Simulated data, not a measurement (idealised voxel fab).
A process module follows: voxel self aligned vias.
The cross-section shown here is cut; it is 170 nm wide and divided into square cells measuring 5 nm on a side.
Just so we're on the same page, the cross-sections are grids of square cells, and they're listed out in bands top to bottom, each band one or more rows deep. Each band's line starts with the height of the band's top and of its bottom, in nm. Then come its materials from left to right, each with its width in nm. One material with "throughout" fills the band from edge to edge. "empty" is empty space. Height 0 is the level under which the wafer as received is all one material. The lowest band goes on downwards, as in "0 down". Graded width ("30->40"): value in top row of band = first number; value in bottom row = second number; row-to-row change constant. It should be understood that the words "remained the same", when stated for a given step, signify that the cross-section underwent no change in any of its cells during that step. For the entry "Closed void list", the listed items are empty spaces with no open way to the top whose size is 8 cells or more; each item follows the pattern width x height at distance, where distance is from the left edge and all three are in nm. That trailing text on a step's line, after the settings, is the simulator's own remark on the step. "overlay nm", when on a step's line for a step with a mask, measures how far to the right of its planned place the mask lay; a negative measure means to the left.

**The steps planned for the process are as follows**
- 1: RECEIVE with material Si
- 2: CONFORMAL_DEP with material SiO2, thk nm 15
- 3: CONFORMAL_DEP with material SiCN, thk nm 5
- 4: DIRECTIONAL_DEP with material SiO2, thk nm 30
- 5: MASKED_ETCH with tone open, mask id LINES, width nm 20, pitch nm 75, etch materials SiO2, depth nm 30, overlay nm 0
- 6: CONFORMAL_DEP with material TiN, thk nm 5
- 7: FILL_DEP with material W, thk nm 5
- 8: CMP with height nm 50
- 9: SELECTIVE_ETCH with etch materials W Ru TiN, depth nm 10
- 10: FILL_DEP with material SiN, thk nm 5
- 11: CMP with height nm 50
- 12: DIRECTIONAL_DEP with material SiO2, thk nm 20
- 13: PATTERN with tone open, mask id VIAS, material resist, width nm 50, pitch nm 75, thk nm 20, overlay nm 0
- 14: DIRECTIONAL_ETCH with etch materials SiO2, depth nm 20
- 15: DIRECTIONAL_ETCH with etch materials SiN, depth nm 10
- 16: STRIP with etch materials resist
- 17: CONFORMAL_DEP with material TiN, thk nm 5
- 18: FILL_DEP with material Cu, thk nm 5
- 19: CMP with height nm 70
- 20: CONFORMAL_DEP with material SiCN, thk nm 5
varied across the wafers: width nm of step 5. The plan shows the first wafer's value. All wafers start alike

**The first of several wafers in cross-section, exactly as it reached us after step 1**
- 0 down: Si throughout
- Closed void list: none

**At the end of the module, after its last step, step 20, the first of several wafers appears in cross-section as follows**
- 75 to 70: SiCN throughout
- 70 to 55: 20 of SiO2; 5 of TiN; 40 of Cu; 5 of TiN; 25 of SiO2; 5 of TiN; 40 of Cu; 5 of TiN; 25 of SiO2
- 55 to 45: 20->35 of SiO2; 20->5 of TiN; 10 of Cu; 20->5 of TiN; 25->55 of SiO2; 20->5 of TiN; 10 of Cu; 20->5 of TiN; 25->40 of SiO2
- 45 to 40: 35 of SiO2; 20 of TiN; 55 of SiO2; 20 of TiN; 40 of SiO2
- 40 to 25: 35 of SiO2; 5 of TiN; 10 of W; 5 of TiN; 55 of SiO2; 5 of TiN; 10 of W; 5 of TiN; 40 of SiO2
- 25 to 20: 35 of SiO2; 20 of TiN; 55 of SiO2; 20 of TiN; 40 of SiO2
- 20 to 15: SiCN throughout
- 15 to 0: SiO2 throughout
- 0 down: Si throughout
- Closed void list: none

**last wafer at the end**
- 75 to 70: SiCN throughout
- 70 to 55: 20 of SiO2; 5 of TiN; 40 of Cu; 5 of TiN; 25 of SiO2; 5 of TiN; 40 of Cu; 5 of TiN; 25 of SiO2
- 55 to 45: 20->25 of SiO2; 10->5 of TiN; 35 of Cu; 5 of TiN; 25->30 of SiO2; 10->5 of TiN; 35 of Cu; 5 of TiN; 25 of SiO2
- 45 to 40: 25 of SiO2; 45 of TiN; 30 of SiO2; 45 of TiN; 25 of SiO2
- 40 to 25: 25 of SiO2; 5 of TiN; 35 of W; 5 of TiN; 30 of SiO2; 5 of TiN; 35 of W; 5 of TiN; 25 of SiO2
- 25 to 20: 25 of SiO2; 45 of TiN; 30 of SiO2; 45 of TiN; 25 of SiO2
- 20 to 15: SiCN throughout
- 15 to 0: SiO2 throughout
- 0 down: Si throughout
- Closed void list: none

**Every row in this table is a wafer at the end of the module, and it gives, for each of the materials, the cells that wafer has gained (+) or lost (-) since it was received, then its closed voids**
width nm 20 | +56 Cu | +68 SiCN | +314 SiO2 | +60 TiN | +12 W | Closed void list: none
width nm 25 | +60 Cu | +68 SiCN | +302 SiO2 | +62 TiN | +18 W | Closed void list: none
width nm 30 | +64 Cu | +68 SiCN | +290 SiO2 | +64 TiN | +24 W | Closed void list: none
width nm 35 | +68 Cu | +68 SiCN | +278 SiO2 | +66 TiN | +30 W | Closed void list: none
width nm 40 | +72 Cu | +68 SiCN | +266 SiO2 | +68 TiN | +36 W | Closed void list: none
width nm 45 | +76 Cu | +68 SiCN | +254 SiO2 | +70 TiN | +42 W | Closed void list: none
